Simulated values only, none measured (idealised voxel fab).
Process module heading - voxel ribs on slabs
We display cut, a cross-section 190 nm in width whose square cells are each 5 nm.
Format of a cross-section: grid, square cells. Given as bands. Order: top down. Band: one or more rows of cells.
Read a band's entry like this: the first values are the height of its top and the height of its bottom in nm, and what follows is the sequence of materials from left to right, each with its width in nm. Note that "blank" is empty space, and that a single material marked "full width" reaches across the band from edge to edge.
Ref level 0: as-received wafer is one material below here. Bottom band extends down with no lower bound ("0 -> down").
Width: "30 to 40" (first number = top row, second number = bottom row, same change from row to row of cells).
The cross-section has no changed cell in any step marked "identical to before".
"Closed void list" contains a list of empty spaces, each no smaller than 8 cells and without an open way to the top, written in the form width x height at distance with the distance from the left edge and all three in nm.
Formally, on a step line, whatever follows the settings is a remark that the simulator itself makes on the step.
You can add "overlay nm" to a step's line. For a step with a mask, it describes how far the mask lay to the right of its planned position, and a negative number describes a lay to the left.
## List of planned process steps
step 1: RECEIVE | material Si
step 2: DIRECTIONAL_DEP | material SiO2 | thk nm 25
step 3: DIRECTIONAL_DEP | material polySi | thk nm 25
step 4: DIRECTIONAL_DEP | material aC | thk nm 15
step 5: PATTERN | tone cover | mask id RIB | material resist | width nm 30 | thk nm 35 | overlay nm 0
step 6: DIRECTIONAL_ETCH | etch materials aC | depth nm 15
step 7: STRIP | etch materials resist
step 8: DIRECTIONAL_ETCH | etch materials polySi | depth nm 10
step 9: STRIP | etch materials aC
step 10: MASKED_ETCH | tone cover | mask id SLAB | width nm 90 | etch materials polySi | depth nm 15 | overlay nm 0
step 11: FILL_DEP | material SiO2 | thk nm 20
step 12: CMP | height nm 65
step 13: DIRECTIONAL_DEP | material W | thk nm 5
step 14: PATTERN | tone cover | mask id HEATER | material resist | width nm 40 | thk nm 15 | overlay nm 0
step 15: DIRECTIONAL_ETCH | etch materials W | depth nm 5
step 16: STRIP | etch materials resist
step 17: CONFORMAL_DEP | material SiO2 | thk nm 5
## Incoming wafer in cross-section (state: after step 1)
  0 -> down: Si full width
  Closed void list: none
## First of two wafers at the end of the module, shown in cross-section; run carried out as planned
  75 -> 70: blank=70  SiO2=50  blank=70
  70 -> 65: SiO2=75  W=40  SiO2=75
  65 -> 50: SiO2 full width
  50 -> 40: SiO2=80  polySi=30  SiO2=80
  40 -> 25: SiO2=50  polySi=90  SiO2=50
  25 -> 0: SiO2 full width
  0 -> down: Si full width
  Closed void list: none
## End of module, second wafer, cross-section. Started like the first, planned like the first, run with one mistake
  70 -> 65: blank=75  W=40  blank=75
  65 -> 50: SiO2 full width
  50 -> 40: SiO2=80  polySi=30  SiO2=80
  40 -> 25: SiO2=50  polySi=90  SiO2=50
  25 -> 0: SiO2 full width
  0 -> down: Si full width
  Closed void list: none
Error vs. plan: execution of step 17 of the plan did not take place, the step having been omitted
Final difference in cells, second wafer against first, listed per material as more or fewer: SiO2: 40 fewer
